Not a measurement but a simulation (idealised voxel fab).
process module | voxel spacer lines
cross-section cut | 165 nm wide | cells 5 nm
Cross-section = grid of square cells, listed top down in bands; band = one or more rows.
Band: top height; bottom height; in nm. Then, left to right: material with width in nm, for each material. "throughout": a single material spanning edge to edge. "empty": empty space.
All heights in this document are referenced to 0, defined as the level beneath which the wafer, as received, consists entirely of one material. The lowest band is not bounded below; it extends indefinitely downward and is written in the form "0 -> down".
You'd read "30 to 40" like this: the band's top row of cells is as wide as the first number, its bottom row is as wide as the second, and going down, every row changes width by the same amount as the row before did.
Any step labelled "stayed the same" changed none of the cells in the cross-section.
Any empty space of 8 cells or more lacking an open way to the top shows up in "Closed voids list" as width x height at distance, distance from the left edge, in nm.
Anything after a step's settings on that line? It's the simulator's own note about the step.
You can add "overlay nm" to a step's line. For a step with a mask, it describes how far the mask lay to the right of its planned position, and a negative number describes a lay to the left.

### Planned step list for the process
| 1 | RECEIVE [material Si] |
| 2 | CONFORMAL_DEP [material Al2O3] [thk nm 5] |
| 3 | DIRECTIONAL_DEP [material polySi] [thk nm 15] |
| 4 | DIRECTIONAL_DEP [material aC] [thk nm 25] |
| 5 | PATTERN [tone cover] [mask id MANDREL] [material resist] [width nm 20] [pitch nm 60] [thk nm 30] [overlay nm 0] |
| 6 | DIRECTIONAL_ETCH [etch materials aC] [depth nm 25] |
| 7 | STRIP [etch materials resist] |
| 8 | CONFORMAL_DEP [material SiO2] [thk nm 10] |
| 9 | DIRECTIONAL_ETCH [etch materials SiO2] [depth nm 10] |
| 10 | STRIP [etch materials aC] |
| 11 | DIRECTIONAL_ETCH [etch materials polySi] [depth nm 15] |
| 12 | STRIP [etch materials SiO2] |

### Cross-section of the wafer as it came to us, i.e., already through step 1
	0 -> down  Si throughout
	Closed voids list: none

### First wafer of two, sectioned at end of module; run went per plan
	20 -> 5  30 nm empty, 10 nm polySi, 20 nm empty, 10 nm polySi, 20 nm empty, 10 nm polySi, 20 nm empty, 10 nm polySi, 35 nm empty
	5 -> 0  Al2O3 throughout
	0 -> down  Si throughout
	Closed voids list: none

### Cross-sectional view: second of two wafers, end of module; start and plan identical to the first, one mistake in running
	20 -> 5  40 nm empty, 20 nm polySi, 40 nm empty, 20 nm polySi, 45 nm empty
	5 -> 0  Al2O3 throughout
	0 -> down  Si throughout
	Closed voids list: none
Processing error: it should be noted that step 5 was executed with settings other than those planned, the operation and settings actually applied being PATTERN [tone open] [mask id MANDREL] [material resist] [width nm 20] [pitch nm 60] [thk nm 30] [overlay nm 0]
At the end, each material covers as many cells on the second wafer as it does on the first, though the cells it covers are elsewhere.
